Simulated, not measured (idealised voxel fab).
Title: Process Module voxel double patterning
Xsec cut, 155 nm wide, square cell size 5 nm.
Cross-section, as written here: a square-cell grid given band by band from the top down, where a band holds one or more rows of cells.
The entry gives the band's vertical extent as a top height and a bottom height in nm, then its horizontal make-up as materials from left to right, each with a width in nm. "empty" stands for empty space; a single material marked "everywhere" fills the band edge to edge.
It should be noted that heights are counted from 0, beneath which the wafer as supplied is of one material throughout, and that the lowest band possesses no lower boundary but continues downward, as written in "0 and below".
A two-number width, for instance "30 to 40", indicates that the width is equal to the first number in the top row of the band and to the second number in the bottom row, and that it changes by a constant amount per row of cells.
When a step is marked "remains unaltered", none of the cells in the cross-section changed during that step.
Basically, "Sealed voids" tells you about the enclosed voids: empty spaces with no open way to the top, 8 cells or bigger, each written width x height at distance, where distance is from the left edge, all in nm.
Formally, on a step line, whatever follows the settings is a remark that the simulator itself makes on the step.
You can add "overlay nm" to a step's line. For a step with a mask, it describes how far the mask lay to the right of its planned position, and a negative number describes a lay to the left.

The planned process steps are enumerated hereunder
1,RECEIVE with material Si
2,CONFORMAL_DEP with material SiO2, thk nm 10
3,DIRECTIONAL_DEP with material polySi, thk nm 15
4,DIRECTIONAL_DEP with material SiCN, thk nm 10
5,MASKED_ETCH with tone open, mask id FIRST, width nm 15, pitch nm 50, etch materials SiCN, depth nm 10, overlay nm 0
6,MASKED_ETCH with tone open, mask id SECOND, width nm 15, pitch nm 50, etch materials SiCN, depth nm 10, overlay nm 0
7,DIRECTIONAL_ETCH with etch materials polySi, depth nm 15
8,STRIP with etch materials SiCN

So this is the incoming wafer in cross-section - it's already been through step 1
  0 and below | Si everywhere
  Sealed voids: none

The first of the two wafers as seen in cross-section once the module was finished; processing followed the plan
  25 down to 10 | polySi=20, then empty=15, then polySi=10, then empty=15, then polySi=10, then empty=15, then polySi=10, then empty=15, then polySi=10, then empty=15, then polySi=20
  10 down to 0 | SiO2 everywhere
  0 and below | Si everywhere
  Sealed voids: none

Cross-sectional view of the second of two wafers upon completion of the module. This wafer shared its starting condition and process plan with the first; one error was made during its execution
  25 down to 0 | SiO2 everywhere
  0 and below | Si everywhere
  Sealed voids: none
Error vs. plan: step 3 ran as: DIRECTIONAL_DEP with material SiO2, thk nm 15
Wafer comparison, final, in cells, second relative to first, materials more or fewer: SiO2: 93 more | polySi: 48 fewer
